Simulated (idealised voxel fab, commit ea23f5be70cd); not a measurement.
process module | voxel transistor to metal
cross-section cut | 285 nm wide | cells 5 nm
A cross-section is a grid of square cells, given in bands from the top down. A band is one or more rows of cells.
Each band's line starts with the height of the band's top and of its bottom, in nm. Then come its materials from left to right, each with its width in nm. One material with "throughout" fills the band from edge to edge. "air" is empty space.
Height 0 is the level under which the wafer as received is all one material. The lowest band goes on downwards, as in "0 down".
A width such as "30 to 40" changes by the same amount from each row of cells to the next, from the band's top row to its bottom row.
"no change" after a step means that no cell of the cross-section changed.
closed voids: empty space of 8 cells or more with no open way to the top, each as width x height at its distance from the left edge, in nm
after a step's settings: what the simulator itself notes on the step
overlay nm, on a step with a mask: how far to the right of its planned place the mask lay; to the left if negative
Each pair below shows a cross-section before one step and the cross-section after it, down to the lowest band that changed. The line under each pair gives the step between them, with its settings. The pairs can come from different runs of this module on the same starting wafer, so a pair continues from the pair above only where its "before" says so.
before
  40 to 25: air 55 | SiO2 5 | SiCN 30 | SiO2 5 | air 95 | SiO2 5 | SiCN 30 | SiO2 5 | air 55
  25 to -5: air 55 | SiO2 5 | polySi 30 | SiO2 5 | air 95 | SiO2 5 | polySi 30 | SiO2 5 | air 55
  -5 to -10: SiO2 throughout
  -10 to -40: SiO2 25 | Si 100 | SiO2 35 | Si 100 | SiO2 25
  -40 down: Si throughout
  closed voids: none
after
  45 to 40: air 50 | SiN 50 | air 85 | SiN 50 | air 50
  40 to 25: air 50 | SiN 5 | SiO2 5 | SiCN 30 | SiO2 5 | SiN 5 | air 85 | SiN 5 | SiO2 5 | SiCN 30 | SiO2 5 | SiN 5 | air 50
  25 to 0: air 50 | SiN 5 | SiO2 5 | polySi 30 | SiO2 5 | SiN 5 | air 85 | SiN 5 | SiO2 5 | polySi 30 | SiO2 5 | SiN 5 | air 50
  0 to -5: SiN 55 | SiO2 5 | polySi 30 | SiO2 5 | SiN 95 | SiO2 5 | polySi 30 | SiO2 5 | SiN 55
  below -5: unchanged
  closed voids: none
the step between: op CONFORMAL_DEP | material SiN | thk nm 5
before: the cross-section after the pair above
after
  40 to 35: air 55 | SiO2 5 | SiCN 30 | SiO2 5 | air 95 | SiO2 5 | SiCN 30 | SiO2 5 | air 55
  35 to 25: air 50 | SiN 5 | SiO2 5 | SiCN 30 | SiO2 5 | SiN 5 | air 85 | SiN 5 | SiO2 5 | SiCN 30 | SiO2 5 | SiN 5 | air 50
  25 to -5: air 50 | SiN 5 | SiO2 5 | polySi 30 | SiO2 5 | SiN 5 | air 85 | SiN 5 | SiO2 5 | polySi 30 | SiO2 5 | SiN 5 | air 50
  below -5: unchanged
  closed voids: none
the step between: op DIRECTIONAL_ETCH | etch materials SiN | depth nm 10
before: the cross-section after the pair above
after
  40 to 35: air 60 | SiCN 30 | air 105 | SiCN 30 | air 60
  35 to 25: air 50 | SiN 5 | SiO2 5 | SiCN 30 | SiO2 5 | SiN 5 | air 85 | SiN 5 | SiO2 5 | SiCN 30 | SiO2 5 | SiN 5 | air 50
  25 to -5: air 50 | SiN 5 | SiO2 5 | polySi 30 | SiO2 5 | SiN 5 | air 85 | SiN 5 | SiO2 5 | polySi 30 | SiO2 5 | SiN 5 | air 50
  -5 to -10: air 50 | SiO2 50 | air 85 | SiO2 50 | air 50
  below -10: unchanged
  closed voids: none
the step between: op DIRECTIONAL_ETCH | etch materials SiO2 | depth nm 5
before: the cross-section after the pair above
after
  40 to 35: air 60 | SiCN 30 | air 105 | SiCN 30 | air 60
  35 to 25: air 50 | SiN 5 | SiO2 5 | SiCN 30 | SiO2 5 | SiN 5 | air 85 | SiN 5 | SiO2 5 | SiCN 30 | SiO2 5 | SiN 5 | air 50
  25 to -5: air 50 | SiN 5 | SiO2 5 | polySi 30 | SiO2 5 | SiN 5 | air 85 | SiN 5 | SiO2 5 | polySi 30 | SiO2 5 | SiN 5 | air 50
  -5 to -10: air 50 | SiO2 50 | air 85 | SiO2 50 | air 50
  -10 to -20: SiO2 25 | air 25 | Si 50 | air 25 | SiO2 35 | air 25 | Si 50 | air 25 | SiO2 25
  below -20: unchanged
  closed voids: none
the step between: op DIRECTIONAL_ETCH | etch materials Si | depth nm 10
before: the cross-section after the pair above
after
  40 to 35: air 60 | SiCN 30 | air 105 | SiCN 30 | air 60
  35 to 25: air 50 | SiN 5 | SiO2 5 | SiCN 30 | SiO2 5 | SiN 5 | air 85 | SiN 5 | SiO2 5 | SiCN 30 | SiO2 5 | SiN 5 | air 50
  25 to 0: air 50 | SiN 5 | SiO2 5 | polySi 30 | SiO2 5 | SiN 5 | air 85 | SiN 5 | SiO2 5 | polySi 30 | SiO2 5 | SiN 5 | air 50
  0 to -5: air 40 | pSi 10 | SiN 5 | SiO2 5 | polySi 30 | SiO2 5 | SiN 5 | pSi 10 | air 65 | pSi 10 | SiN 5 | SiO2 5 | polySi 30 | SiO2 5 | SiN 5 | pSi 10 | air 40
  -5 to -10: air 40 | pSi 10 | SiO2 50 | pSi 10 | air 65 | pSi 10 | SiO2 50 | pSi 10 | air 40
  -10 to -20: SiO2 25 | pSi 25 | Si 50 | pSi 25 | SiO2 35 | pSi 25 | Si 50 | pSi 25 | SiO2 25
  below -20: unchanged
  closed voids: none
the step between: op EPI | material pSi | thk nm 10
before: the cross-section after the pair above
after
  45 to 40: SiO2 throughout
  40 to 35: SiO2 60 | SiCN 30 | SiO2 105 | SiCN 30 | SiO2 60
  35 to 25: SiO2 50 | SiN 5 | SiO2 5 | SiCN 30 | SiO2 5 | SiN 5 | SiO2 85 | SiN 5 | SiO2 5 | SiCN 30 | SiO2 5 | SiN 5 | SiO2 50
  25 to 0: SiO2 50 | SiN 5 | SiO2 5 | polySi 30 | SiO2 5 | SiN 5 | SiO2 85 | SiN 5 | SiO2 5 | polySi 30 | SiO2 5 | SiN 5 | SiO2 50
  0 to -5: SiO2 40 | pSi 10 | SiN 5 | SiO2 5 | polySi 30 | SiO2 5 | SiN 5 | pSi 10 | SiO2 65 | pSi 10 | SiN 5 | SiO2 5 | polySi 30 | SiO2 5 | SiN 5 | pSi 10 | SiO2 40
  -5 to -10: SiO2 40 | pSi 10 | SiO2 50 | pSi 10 | SiO2 65 | pSi 10 | SiO2 50 | pSi 10 | SiO2 40
  below -10: unchanged
  closed voids: none
the step between: op FILL_DEP | material SiO2 | thk nm 5
before: the cross-section after the pair above
after
  25 to 0: SiO2 50 | SiN 5 | SiO2 5 | polySi 30 | SiO2 5 | SiN 5 | SiO2 85 | SiN 5 | SiO2 5 | polySi 30 | SiO2 5 | SiN 5 | SiO2 50
  below 0: unchanged
  closed voids: none
the step between: op CMP | height nm 25
before: the cross-section after the pair above
after
  25 to 0: SiO2 50 | SiN 5 | SiO2 5 | air 30 | SiO2 5 | SiN 5 | SiO2 85 | SiN 5 | SiO2 5 | air 30 | SiO2 5 | SiN 5 | SiO2 50
  0 to -5: SiO2 40 | pSi 10 | SiN 5 | SiO2 5 | air 30 | SiO2 5 | SiN 5 | pSi 10 | SiO2 65 | pSi 10 | SiN 5 | SiO2 5 | air 30 | SiO2 5 | SiN 5 | pSi 10 | SiO2 40
  below -5: unchanged
  closed voids: none
the step between: op STRIP | etch materials polySi
before: the cross-section after the pair above
after
  25 to 20: air 50 | SiN 5 | air 40 | SiN 5 | air 85 | SiN 5 | air 40 | SiN 5 | air 50
  20 to 0: SiO2 50 | SiN 5 | air 40 | SiN 5 | SiO2 85 | SiN 5 | air 40 | SiN 5 | SiO2 50
  0 to -5: SiO2 40 | pSi 10 | SiN 5 | air 40 | SiN 5 | pSi 10 | SiO2 65 | pSi 10 | SiN 5 | air 40 | SiN 5 | pSi 10 | SiO2 40
  -5 to -10: SiO2 40 | pSi 10 | SiO2 5 | air 40 | SiO2 5 | pSi 10 | SiO2 65 | pSi 10 | SiO2 5 | air 40 | SiO2 5 | pSi 10 | SiO2 40
  below -10: unchanged
  closed voids: none
the step between: op SELECTIVE_ETCH | etch materials SiO2 | depth nm 5
before: the cross-section after the pair above
after
  30 to 25: air 45 | HfO2 15 | air 30 | HfO2 15 | air 75 | HfO2 15 | air 30 | HfO2 15 | air 45
  25 to 20: HfO2 50 | SiN 5 | HfO2 5 | air 30 | HfO2 5 | SiN 5 | HfO2 85 | SiN 5 | HfO2 5 | air 30 | HfO2 5 | SiN 5 | HfO2 50
  20 to 0: SiO2 50 | SiN 5 | HfO2 5 | air 30 | HfO2 5 | SiN 5 | SiO2 85 | SiN 5 | HfO2 5 | air 30 | HfO2 5 | SiN 5 | SiO2 50
  0 to -5: SiO2 40 | pSi 10 | SiN 5 | HfO2 5 | air 30 | HfO2 5 | SiN 5 | pSi 10 | SiO2 65 | pSi 10 | SiN 5 | HfO2 5 | air 30 | HfO2 5 | SiN 5 | pSi 10 | SiO2 40
  -5 to -10: SiO2 40 | pSi 10 | SiO2 5 | HfO2 40 | SiO2 5 | pSi 10 | SiO2 65 | pSi 10 | SiO2 5 | HfO2 40 | SiO2 5 | pSi 10 | SiO2 40
  below -10: unchanged
  closed voids: none
the step between: op CONFORMAL_DEP | material HfO2 | thk nm 5
before: the cross-section after the pair above
after
  35 to 30: air 40 | TiN 25 | air 20 | TiN 25 | air 65 | TiN 25 | air 20 | TiN 25 | air 40
  30 to 25: TiN 45 | HfO2 15 | TiN 5 | air 20 | TiN 5 | HfO2 15 | TiN 75 | HfO2 15 | TiN 5 | air 20 | TiN 5 | HfO2 15 | TiN 45
  25 to 20: HfO2 50 | SiN 5 | HfO2 5 | TiN 5 | air 20 | TiN 5 | HfO2 5 | SiN 5 | HfO2 85 | SiN 5 | HfO2 5 | TiN 5 | air 20 | TiN 5 | HfO2 5 | SiN 5 | HfO2 50
  20 to 0: SiO2 50 | SiN 5 | HfO2 5 | TiN 5 | air 20 | TiN 5 | HfO2 5 | SiN 5 | SiO2 85 | SiN 5 | HfO2 5 | TiN 5 | air 20 | TiN 5 | HfO2 5 | SiN 5 | SiO2 50
  0 to -5: SiO2 40 | pSi 10 | SiN 5 | HfO2 5 | TiN 30 | HfO2 5 | SiN 5 | pSi 10 | SiO2 65 | pSi 10 | SiN 5 | HfO2 5 | TiN 30 | HfO2 5 | SiN 5 | pSi 10 | SiO2 40
  below -5: unchanged
  closed voids: none
the step between: op CONFORMAL_DEP | material TiN | thk nm 5
before: the cross-section after the pair above
after
  45 to 35: W throughout
  35 to 30: W 40 | TiN 25 | W 20 | TiN 25 | W 65 | TiN 25 | W 20 | TiN 25 | W 40
  30 to 25: TiN 45 | HfO2 15 | TiN 5 | W 20 | TiN 5 | HfO2 15 | TiN 75 | HfO2 15 | TiN 5 | W 20 | TiN 5 | HfO2 15 | TiN 45
  25 to 20: HfO2 50 | SiN 5 | HfO2 5 | TiN 5 | W 20 | TiN 5 | HfO2 5 | SiN 5 | HfO2 85 | SiN 5 | HfO2 5 | TiN 5 | W 20 | TiN 5 | HfO2 5 | SiN 5 | HfO2 50
  20 to 0: SiO2 50 | SiN 5 | HfO2 5 | TiN 5 | W 20 | TiN 5 | HfO2 5 | SiN 5 | SiO2 85 | SiN 5 | HfO2 5 | TiN 5 | W 20 | TiN 5 | HfO2 5 | SiN 5 | SiO2 50
  below 0: unchanged
  closed voids: none
the step between: op FILL_DEP | material W | thk nm 10
before: the cross-section after the pair above
after
  20 to 0: SiO2 50 | SiN 5 | HfO2 5 | TiN 5 | W 20 | TiN 5 | HfO2 5 | SiN 5 | SiO2 85 | SiN 5 | HfO2 5 | TiN 5 | W 20 | TiN 5 | HfO2 5 | SiN 5 | SiO2 50
  below 0: unchanged
  closed voids: none
the step between: op CMP | height nm 20
before: the cross-section after the pair above
after
  30 to 20: SiO2 throughout
  below 20: unchanged
  closed voids: none
the step between: op DIRECTIONAL_DEP | material SiO2 | thk nm 10
before: the cross-section after the pair above
after
  30 to 20: SiO2 30 | air 15 | SiO2 60 | air 15 | SiO2 45 | air 15 | SiO2 60 | air 15 | SiO2 30
  20 to 0: SiO2 30 | air 15 | SiO2 5 | SiN 5 | HfO2 5 | TiN 5 | W 20 | TiN 5 | HfO2 5 | SiN 5 | SiO2 5 | air 15 | SiO2 45 | air 15 | SiO2 5 | SiN 5 | HfO2 5 | TiN 5 | W 20 | TiN 5 | HfO2 5 | SiN 5 | SiO2 5 | air 15 | SiO2 30
  0 to -5: SiO2 30 | air 10 | pSi 10 | SiN 5 | HfO2 5 | TiN 30 | HfO2 5 | SiN 5 | pSi 10 | air 10 | SiO2 45 | air 10 | pSi 10 | SiN 5 | HfO2 5 | TiN 30 | HfO2 5 | SiN 5 | pSi 10 | air 10 | SiO2 30
  -5 to -10: SiO2 30 | air 10 | pSi 10 | SiO2 5 | HfO2 40 | SiO2 5 | pSi 10 | air 10 | SiO2 45 | air 10 | pSi 10 | SiO2 5 | HfO2 40 | SiO2 5 | pSi 10 | air 10 | SiO2 30
  below -10: unchanged
  closed voids: none
the step between: op MASKED_ETCH | tone open | mask id CONTACT | width nm 15 | etch materials SiO2 | depth nm 40 | overlay nm 0
before: the cross-section after the pair above
after
  35 to 30: TiN 35 | air 5 | TiN 70 | air 5 | TiN 55 | air 5 | TiN 70 | air 5 | TiN 35
  30 to 20: SiO2 30 | TiN 5 | air 5 | TiN 5 | SiO2 60 | TiN 5 | air 5 | TiN 5 | SiO2 45 | TiN 5 | air 5 | TiN 5 | SiO2 60 | TiN 5 | air 5 | TiN 5 | SiO2 30
  20 to 5: SiO2 30 | TiN 5 | air 5 | TiN 5 | SiO2 5 | SiN 5 | HfO2 5 | TiN 5 | W 20 | TiN 5 | HfO2 5 | SiN 5 | SiO2 5 | TiN 5 | air 5 | TiN 5 | SiO2 45 | TiN 5 | air 5 | TiN 5 | SiO2 5 | SiN 5 | HfO2 5 | TiN 5 | W 20 | TiN 5 | HfO2 5 | SiN 5 | SiO2 5 | TiN 5 | air 5 | TiN 5 | SiO2 30
  5 to 0: SiO2 30 | TiN 15 | SiO2 5 | SiN 5 | HfO2 5 | TiN 5 | W 20 | TiN 5 | HfO2 5 | SiN 5 | SiO2 5 | TiN 15 | SiO2 45 | TiN 15 | SiO2 5 | SiN 5 | HfO2 5 | TiN 5 | W 20 | TiN 5 | HfO2 5 | SiN 5 | SiO2 5 | TiN 15 | SiO2 30
  0 to -5: SiO2 30 | TiN 10 | pSi 10 | SiN 5 | HfO2 5 | TiN 30 | HfO2 5 | SiN 5 | pSi 10 | TiN 10 | SiO2 45 | TiN 10 | pSi 10 | SiN 5 | HfO2 5 | TiN 30 | HfO2 5 | SiN 5 | pSi 10 | TiN 10 | SiO2 30
  -5 to -10: SiO2 30 | TiN 10 | pSi 10 | SiO2 5 | HfO2 40 | SiO2 5 | pSi 10 | TiN 10 | SiO2 45 | TiN 10 | pSi 10 | SiO2 5 | HfO2 40 | SiO2 5 | pSi 10 | TiN 10 | SiO2 30
  below -10: unchanged
  closed voids: none
the step between: op CONFORMAL_DEP | material TiN | thk nm 5
before: the cross-section after the pair above
after
  45 to 35: Ru throughout
  35 to 30: TiN 35 | Ru 5 | TiN 70 | Ru 5 | TiN 55 | Ru 5 | TiN 70 | Ru 5 | TiN 35
  30 to 20: SiO2 30 | TiN 5 | Ru 5 | TiN 5 | SiO2 60 | TiN 5 | Ru 5 | TiN 5 | SiO2 45 | TiN 5 | Ru 5 | TiN 5 | SiO2 60 | TiN 5 | Ru 5 | TiN 5 | SiO2 30
  20 to 5: SiO2 30 | TiN 5 | Ru 5 | TiN 5 | SiO2 5 | SiN 5 | HfO2 5 | TiN 5 | W 20 | TiN 5 | HfO2 5 | SiN 5 | SiO2 5 | TiN 5 | Ru 5 | TiN 5 | SiO2 45 | TiN 5 | Ru 5 | TiN 5 | SiO2 5 | SiN 5 | HfO2 5 | TiN 5 | W 20 | TiN 5 | HfO2 5 | SiN 5 | SiO2 5 | TiN 5 | Ru 5 | TiN 5 | SiO2 30
  below 5: unchanged
  closed voids: none
the step between: op FILL_DEP | material Ru | thk nm 10
before: the cross-section after the pair above
after
  30 to 20: SiO2 30 | TiN 5 | Ru 5 | TiN 5 | SiO2 60 | TiN 5 | Ru 5 | TiN 5 | SiO2 45 | TiN 5 | Ru 5 | TiN 5 | SiO2 60 | TiN 5 | Ru 5 | TiN 5 | SiO2 30
  below 20: unchanged
  closed voids: none
the step between: op CMP | height nm 30
before: the cross-section after the pair above
after
  35 to 30: SiN throughout
  below 30: unchanged
  closed voids: none
the step between: op CONFORMAL_DEP | material SiN | thk nm 5
before: the cross-section after the pair above
after
  55 to 35: lowk throughout
  below 35: unchanged
  closed voids: none
the step between: op DIRECTIONAL_DEP | material lowk | thk nm 20
before: the cross-section after the pair above
after
  55 to 35: lowk 30 | air 15 | lowk 60 | air 15 | lowk 45 | air 15 | lowk 60 | air 15 | lowk 30
  below 35: unchanged
  closed voids: none
the step between: op MASKED_ETCH | tone open | mask id METAL_1 | width nm 15 | etch materials lowk | depth nm 20 | overlay nm 0
before: the cross-section after the pair above
after
  55 to 35: lowk 30 | air 15 | lowk 60 | air 15 | lowk 45 | air 15 | lowk 60 | air 15 | lowk 30
  35 to 30: SiN 30 | air 15 | SiN 60 | air 15 | SiN 45 | air 15 | SiN 60 | air 15 | SiN 30
  below 30: unchanged
  closed voids: none
the step between: op MASKED_ETCH | tone open | mask id METAL_1 | width nm 15 | etch materials SiN | depth nm 5 | overlay nm 0
before: the cross-section after the pair above
after
  60 to 55: TiN 35 | air 5 | TiN 70 | air 5 | TiN 55 | air 5 | TiN 70 | air 5 | TiN 35
  55 to 35: lowk 30 | TiN 5 | air 5 | TiN 5 | lowk 60 | TiN 5 | air 5 | TiN 5 | lowk 45 | TiN 5 | air 5 | TiN 5 | lowk 60 | TiN 5 | air 5 | TiN 5 | lowk 30
  35 to 30: SiN 30 | TiN 15 | SiN 60 | TiN 15 | SiN 45 | TiN 15 | SiN 60 | TiN 15 | SiN 30
  below 30: unchanged
  closed voids: none
the step between: op CONFORMAL_DEP | material TiN | thk nm 5
before: the cross-section after the pair above
after
  70 to 60: Ru throughout
  60 to 55: TiN 35 | Ru 5 | TiN 70 | Ru 5 | TiN 55 | Ru 5 | TiN 70 | Ru 5 | TiN 35
  55 to 35: lowk 30 | TiN 5 | Ru 5 | TiN 5 | lowk 60 | TiN 5 | Ru 5 | TiN 5 | lowk 45 | TiN 5 | Ru 5 | TiN 5 | lowk 60 | TiN 5 | Ru 5 | TiN 5 | lowk 30
  below 35: unchanged
  closed voids: none
the step between: op FILL_DEP | material Ru | thk nm 10
before: the cross-section after the pair above
after
  55 to 35: lowk 30 | TiN 5 | Ru 5 | TiN 5 | lowk 60 | TiN 5 | Ru 5 | TiN 5 | lowk 45 | TiN 5 | Ru 5 | TiN 5 | lowk 60 | TiN 5 | Ru 5 | TiN 5 | lowk 30
  below 35: unchanged
  closed voids: none
the step between: op CMP | height nm 55
before: the cross-section after the pair above
after
  60 to 55: SiCN throughout
  below 55: unchanged
  closed voids: none
the step between: op CONFORMAL_DEP | material SiCN | thk nm 5
before: the cross-section after the pair above
after
  90 to 60: lowk throughout
  below 60: unchanged
  closed voids: none
the step between: op DIRECTIONAL_DEP | material lowk | thk nm 30
before: the cross-section after the pair above
after
  105 to 90: resist 30 | air 15 | resist 120 | air 15 | resist 105
  below 90: unchanged
  closed voids: none
the step between: op PATTERN | tone open | mask id METAL_2 | material resist | width nm 15 | pitch nm 135 | thk nm 15 | overlay nm 0
before: the cross-section after the pair above
after
  105 to 90: resist 30 | air 15 | resist 120 | air 15 | resist 105
  90 to 70: lowk 30 | air 15 | lowk 120 | air 15 | lowk 105
  below 70: unchanged
  closed voids: none
the step between: op DIRECTIONAL_ETCH | etch materials lowk | depth nm 20
before: the cross-section after the pair above
after
  90 to 70: lowk 30 | air 15 | lowk 120 | air 15 | lowk 105
  below 70: unchanged
  closed voids: none
the step between: op STRIP | etch materials resist
before: the cross-section after the pair above
after
  90 to 60: lowk 30 | air 15 | lowk 120 | air 15 | lowk 105
  below 60: unchanged
  closed voids: none
the step between: op MASKED_ETCH | tone open | mask id METAL_2_HOLES | width nm 15 | pitch nm 135 | etch materials lowk | depth nm 10 | overlay nm 0
before: the cross-section after the pair above
after
  90 to 60: lowk 30 | air 15 | lowk 120 | air 15 | lowk 105
  60 to 55: SiCN 30 | air 15 | SiCN 120 | air 15 | SiCN 105
  below 55: unchanged
  closed voids: none
the step between: op MASKED_ETCH | tone open | mask id METAL_2_HOLES | width nm 15 | pitch nm 135 | etch materials SiCN | depth nm 5 | overlay nm 0
before: the cross-section after the pair above
after
  95 to 90: TiN 35 | air 5 | TiN 130 | air 5 | TiN 110
  90 to 60: lowk 30 | TiN 5 | air 5 | TiN 5 | lowk 120 | TiN 5 | air 5 | TiN 5 | lowk 105
  60 to 55: SiCN 30 | TiN 15 | SiCN 120 | TiN 15 | SiCN 105
  below 55: unchanged
  closed voids: none
the step between: op CONFORMAL_DEP | material TiN | thk nm 5
before: the cross-section after the pair above
after
  105 to 95: Cu throughout
  95 to 90: TiN 35 | Cu 5 | TiN 130 | Cu 5 | TiN 110
  90 to 60: lowk 30 | TiN 5 | Cu 5 | TiN 5 | lowk 120 | TiN 5 | Cu 5 | TiN 5 | lowk 105
  below 60: unchanged
  closed voids: none
the step between: op FILL_DEP | material Cu | thk nm 10
before: the cross-section after the pair above
after
  90 to 60: lowk 30 | TiN 5 | Cu 5 | TiN 5 | lowk 120 | TiN 5 | Cu 5 | TiN 5 | lowk 105
  below 60: unchanged
  closed voids: none
the step between: op CMP | height nm 90
before: the cross-section after the pair above
after
  95 to 90: SiCN throughout
  below 90: unchanged
  closed voids: none
the step between: op CONFORMAL_DEP | material SiCN | thk nm 5
before
  55 to 35: lowk throughout
  35 to 30: SiN throughout
  30 to 20: SiO2 30 | TiN 5 | Ru 5 | TiN 5 | SiO2 60 | TiN 5 | Ru 5 | TiN 5 | SiO2 45 | TiN 5 | Ru 5 | TiN 5 | SiO2 60 | TiN 5 | Ru 5 | TiN 5 | SiO2 30
  20 to 5: SiO2 30 | TiN 5 | Ru 5 | TiN 5 | SiN 10 | HfO2 5 | TiN 5 | W 20 | TiN 5 | HfO2 5 | SiN 10 | TiN 5 | Ru 5 | TiN 5 | SiO2 45 | TiN 5 | Ru 5 | TiN 5 | SiN 10 | HfO2 5 | TiN 5 | W 20 | TiN 5 | HfO2 5 | SiN 10 | TiN 5 | Ru 5 | TiN 5 | SiO2 30
  5 to 0: SiO2 30 | TiN 15 | SiN 10 | HfO2 5 | TiN 5 | W 20 | TiN 5 | HfO2 5 | SiN 10 | TiN 15 | SiO2 45 | TiN 15 | SiN 10 | HfO2 5 | TiN 5 | W 20 | TiN 5 | HfO2 5 | SiN 10 | TiN 15 | SiO2 30
  0 to -5: SiO2 30 | TiN 5 | pSi 10 | SiN 10 | HfO2 5 | TiN 30 | HfO2 5 | SiN 10 | pSi 10 | TiN 5 | SiO2 45 | TiN 5 | pSi 10 | SiN 10 | HfO2 5 | TiN 30 | HfO2 5 | SiN 10 | pSi 10 | TiN 5 | SiO2 30
  -5 to -10: SiO2 30 | TiN 5 | pSi 10 | SiO2 10 | HfO2 40 | SiO2 10 | pSi 10 | TiN 5 | SiO2 45 | TiN 5 | pSi 10 | SiO2 10 | HfO2 40 | SiO2 10 | pSi 10 | TiN 5 | SiO2 30
  -10 to -20: SiO2 25 | pSi 20 | Si 60 | pSi 20 | SiO2 35 | pSi 20 | Si 60 | pSi 20 | SiO2 25
  -20 to -40: SiO2 25 | Si 100 | SiO2 35 | Si 100 | SiO2 25
  -40 down: Si throughout
  closed voids: none
after
  55 to 35: lowk 25 | air 25 | lowk 50 | air 25 | lowk 35 | air 25 | lowk 50 | air 25 | lowk 25
  below 35: unchanged
  closed voids: none
the step between: op MASKED_ETCH | tone open | mask id METAL_1 | width nm 25 | etch materials lowk | depth nm 20 | overlay nm 0
before: the cross-section after the pair above
after
  55 to 35: lowk 25 | air 25 | lowk 50 | air 25 | lowk 35 | air 25 | lowk 50 | air 25 | lowk 25
  35 to 30: SiN 30 | air 15 | SiN 60 | air 15 | SiN 45 | air 15 | SiN 60 | air 15 | SiN 30
  below 30: unchanged
  closed voids: none
the step between: op MASKED_ETCH | tone open | mask id METAL_1 | width nm 15 | etch materials SiN | depth nm 5 | overlay nm 0
before: the cross-section after the pair above
after
  60 to 55: TiN 30 | air 15 | TiN 60 | air 15 | TiN 45 | air 15 | TiN 60 | air 15 | TiN 30
  55 to 40: lowk 25 | TiN 5 | air 15 | TiN 5 | lowk 50 | TiN 5 | air 15 | TiN 5 | lowk 35 | TiN 5 | air 15 | TiN 5 | lowk 50 | TiN 5 | air 15 | TiN 5 | lowk 25
  40 to 35: lowk 25 | TiN 10 | air 5 | TiN 10 | lowk 50 | TiN 10 | air 5 | TiN 10 | lowk 35 | TiN 10 | air 5 | TiN 10 | lowk 50 | TiN 10 | air 5 | TiN 10 | lowk 25
  35 to 30: SiN 30 | TiN 15 | SiN 60 | TiN 15 | SiN 45 | TiN 15 | SiN 60 | TiN 15 | SiN 30
  below 30: unchanged
  closed voids: none
the step between: op CONFORMAL_DEP | material TiN | thk nm 5
before: the cross-section after the pair above
after
  70 to 60: Ru throughout
  60 to 55: TiN 30 | Ru 15 | TiN 60 | Ru 15 | TiN 45 | Ru 15 | TiN 60 | Ru 15 | TiN 30
  55 to 40: lowk 25 | TiN 5 | Ru 15 | TiN 5 | lowk 50 | TiN 5 | Ru 15 | TiN 5 | lowk 35 | TiN 5 | Ru 15 | TiN 5 | lowk 50 | TiN 5 | Ru 15 | TiN 5 | lowk 25
  40 to 35: lowk 25 | TiN 10 | Ru 5 | TiN 10 | lowk 50 | TiN 10 | Ru 5 | TiN 10 | lowk 35 | TiN 10 | Ru 5 | TiN 10 | lowk 50 | TiN 10 | Ru 5 | TiN 10 | lowk 25
  below 35: unchanged
  closed voids: none
the step between: op FILL_DEP | material Ru | thk nm 10
before: the cross-section after the pair above
after
  55 to 40: lowk 25 | TiN 5 | Ru 15 | TiN 5 | lowk 50 | TiN 5 | Ru 15 | TiN 5 | lowk 35 | TiN 5 | Ru 15 | TiN 5 | lowk 50 | TiN 5 | Ru 15 | TiN 5 | lowk 25
  below 40: unchanged
  closed voids: none
the step between: op CMP | height nm 55
before: the cross-section after the pair above
after
  60 to 55: SiCN throughout
  below 55: unchanged
  closed voids: none
the step between: op CONFORMAL_DEP | material SiCN | thk nm 5
before: the cross-section after the pair above
after
  90 to 60: lowk throughout
  below 60: unchanged
  closed voids: none
the step between: op DIRECTIONAL_DEP | material lowk | thk nm 30
before: the cross-section after the pair above
after
  105 to 90: resist 30 | air 15 | resist 120 | air 15 | resist 105
  below 90: unchanged
  closed voids: none
the step between: op PATTERN | tone open | mask id METAL_2 | material resist | width nm 15 | pitch nm 135 | thk nm 15 | overlay nm 0
before: the cross-section after the pair above
after
  105 to 90: resist 30 | air 15 | resist 120 | air 15 | resist 105
  90 to 70: lowk 30 | air 15 | lowk 120 | air 15 | lowk 105
  below 70: unchanged
  closed voids: none
the step between: op DIRECTIONAL_ETCH | etch materials lowk | depth nm 20
before: the cross-section after the pair above
after
  90 to 70: lowk 30 | air 15 | lowk 120 | air 15 | lowk 105
  below 70: unchanged
  closed voids: none
the step between: op STRIP | etch materials resist
before: the cross-section after the pair above
after
  90 to 60: lowk 30 | air 15 | lowk 120 | air 15 | lowk 105
  below 60: unchanged
  closed voids: none
the step between: op MASKED_ETCH | tone open | mask id METAL_2_HOLES | width nm 15 | pitch nm 135 | etch materials lowk | depth nm 10 | overlay nm 0
before: the cross-section after the pair above
after
  90 to 60: lowk 30 | air 15 | lowk 120 | air 15 | lowk 105
  60 to 55: SiCN 30 | air 15 | SiCN 120 | air 15 | SiCN 105
  below 55: unchanged
  closed voids: none
the step between: op MASKED_ETCH | tone open | mask id METAL_2_HOLES | width nm 15 | pitch nm 135 | etch materials SiCN | depth nm 5 | overlay nm 0
before: the cross-section after the pair above
after
  95 to 90: TiN 35 | air 5 | TiN 130 | air 5 | TiN 110
  90 to 60: lowk 30 | TiN 5 | air 5 | TiN 5 | lowk 120 | TiN 5 | air 5 | TiN 5 | lowk 105
  60 to 55: SiCN 30 | TiN 15 | SiCN 120 | TiN 15 | SiCN 105
  below 55: unchanged
  closed voids: none
the step between: op CONFORMAL_DEP | material TiN | thk nm 5
before: the cross-section after the pair above
after
  105 to 95: Cu throughout
  95 to 90: TiN 35 | Cu 5 | TiN 130 | Cu 5 | TiN 110
  90 to 60: lowk 30 | TiN 5 | Cu 5 | TiN 5 | lowk 120 | TiN 5 | Cu 5 | TiN 5 | lowk 105
  below 60: unchanged
  closed voids: none
the step between: op FILL_DEP | material Cu | thk nm 10
before: the cross-section after the pair above
after
  90 to 60: lowk 30 | TiN 5 | Cu 5 | TiN 5 | lowk 120 | TiN 5 | Cu 5 | TiN 5 | lowk 105
  below 60: unchanged
  closed voids: none
the step between: op CMP | height nm 90
before: the cross-section after the pair above
after
  95 to 90: SiCN throughout
  below 90: unchanged
  closed voids: none
the step between: op CONFORMAL_DEP | material SiCN | thk nm 5
